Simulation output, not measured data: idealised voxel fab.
process module | voxel self aligned vias
cross-section cut | 210 nm wide | cells 5 nm
A cross-section is a grid of square cells, given in bands from the top down. A band is one or more rows of cells.
Each band's line starts with the height of the band's top and of its bottom, in nm. Then come its materials from left to right, each with its width in nm. One material with "throughout" fills the band from edge to edge. "air" is empty space.
Height 0 is the level under which the wafer as received is all one material. The lowest band goes on downwards, as in "0 down".
A width such as "30 to 40" changes by the same amount from each row of cells to the next, from the band's top row to its bottom row.
"no change" after a step means that no cell of the cross-section changed.
closed voids: empty space of 8 cells or more with no open way to the top, each as width x height at its distance from the left edge, in nm
after a step's settings: what the simulator itself notes on the step
overlay nm, on a step with a mask: how far to the right of its planned place the mask lay; to the left if negative
plan
1 op RECEIVE | material Si
2 op CONFORMAL_DEP | material SiO2 | thk nm 10
3 op CONFORMAL_DEP | material SiCN | thk nm 5
4 op DIRECTIONAL_DEP | material lowk | thk nm 25
5 op PATTERN | tone open | mask id LINES | material resist | width nm 25 | pitch nm 55 | thk nm 15 | overlay nm 0
6 op DIRECTIONAL_ETCH | etch materials lowk | depth nm 25
7 op STRIP | etch materials resist
8 op CONFORMAL_DEP | material TiN | thk nm 5
9 op FILL_DEP | material Ru | thk nm 5
10 op CMP | height nm 40
11 op SELECTIVE_ETCH | etch materials W Ru TiN | depth nm 10
12 op FILL_DEP | material SiN | thk nm 5
13 op CMP | height nm 40
14 op DIRECTIONAL_DEP | material lowk | thk nm 20
15 op MASKED_ETCH | tone open | mask id VIAS | width nm 35 | pitch nm 55 | etch materials lowk | depth nm 20 | overlay nm 0
16 op MASKED_ETCH | tone open | mask id VIAS | width nm 35 | pitch nm 55 | etch materials SiN | depth nm 10 | overlay nm 0
17 op CONFORMAL_DEP | material TiN | thk nm 5
18 op FILL_DEP | material Ru | thk nm 5
19 op CMP | height nm 60
20 op CONFORMAL_DEP | material SiN | thk nm 5
as received, after step 1
  0 down: Si throughout
  closed voids: none
first wafer at the end, as planned
  65 to 60: SiN throughout
  60 to 45: lowk 30 | TiN 5 | Ru 25 | TiN 5 | lowk 20 | TiN 5 | Ru 25 | TiN 5 | lowk 20 | TiN 5 | Ru 25 | TiN 5 | lowk 35
  45 to 35: lowk 30 to 35 | TiN 10 to 5 | Ru 15 | TiN 10 to 5 | lowk 20 to 30 | TiN 10 to 5 | Ru 15 | TiN 10 to 5 | lowk 20 to 30 | TiN 10 to 5 | Ru 15 | TiN 10 to 5 | lowk 35 to 40
  35 to 30: lowk 35 | TiN 25 | lowk 30 | TiN 25 | lowk 30 | TiN 25 | lowk 40
  30 to 20: lowk 35 | TiN 5 | Ru 15 | TiN 5 | lowk 30 | TiN 5 | Ru 15 | TiN 5 | lowk 30 | TiN 5 | Ru 15 | TiN 5 | lowk 40
  20 to 15: lowk 35 | TiN 25 | lowk 30 | TiN 25 | lowk 30 | TiN 25 | lowk 40
  15 to 10: SiCN throughout
  10 to 0: SiO2 throughout
  0 down: Si throughout
  closed voids: none
second wafer at the end: like start, like plan, one mistake
  65 to 60: SiN throughout
  60 to 45: lowk 30 | TiN 5 | Ru 25 | TiN 5 | lowk 20 | TiN 5 | Ru 25 | TiN 5 | lowk 20 | TiN 5 | Ru 25 | TiN 5 | lowk 35
  45 to 40: lowk 30 | TiN 35 | lowk 20 | TiN 35 | lowk 20 | TiN 35 | lowk 35
  40 to 30: SiN 30 | TiN 5 | lowk 25 | TiN 5 | SiN 20 | TiN 5 | lowk 25 | TiN 5 | SiN 20 | TiN 5 | lowk 25 | TiN 5 | SiN 35
  30 to 20: Ru 30 | TiN 5 | lowk 25 | TiN 5 | Ru 20 | TiN 5 | lowk 25 | TiN 5 | Ru 20 | TiN 5 | lowk 25 | TiN 5 | Ru 35
  20 to 15: TiN 35 | lowk 25 | TiN 30 | lowk 25 | TiN 30 | lowk 25 | TiN 40
  15 to 10: SiCN throughout
  10 to 0: SiO2 throughout
  0 down: Si throughout
  closed voids: none
what went wrong: step 5 ran as: op PATTERN | tone cover | mask id LINES | material resist | width nm 25 | pitch nm 55 | thk nm 15 | overlay nm 0
at the end the second wafer has, in cells: 6 more of Ru | 42 more of SiN | 12 more of TiN | 60 fewer of lowk
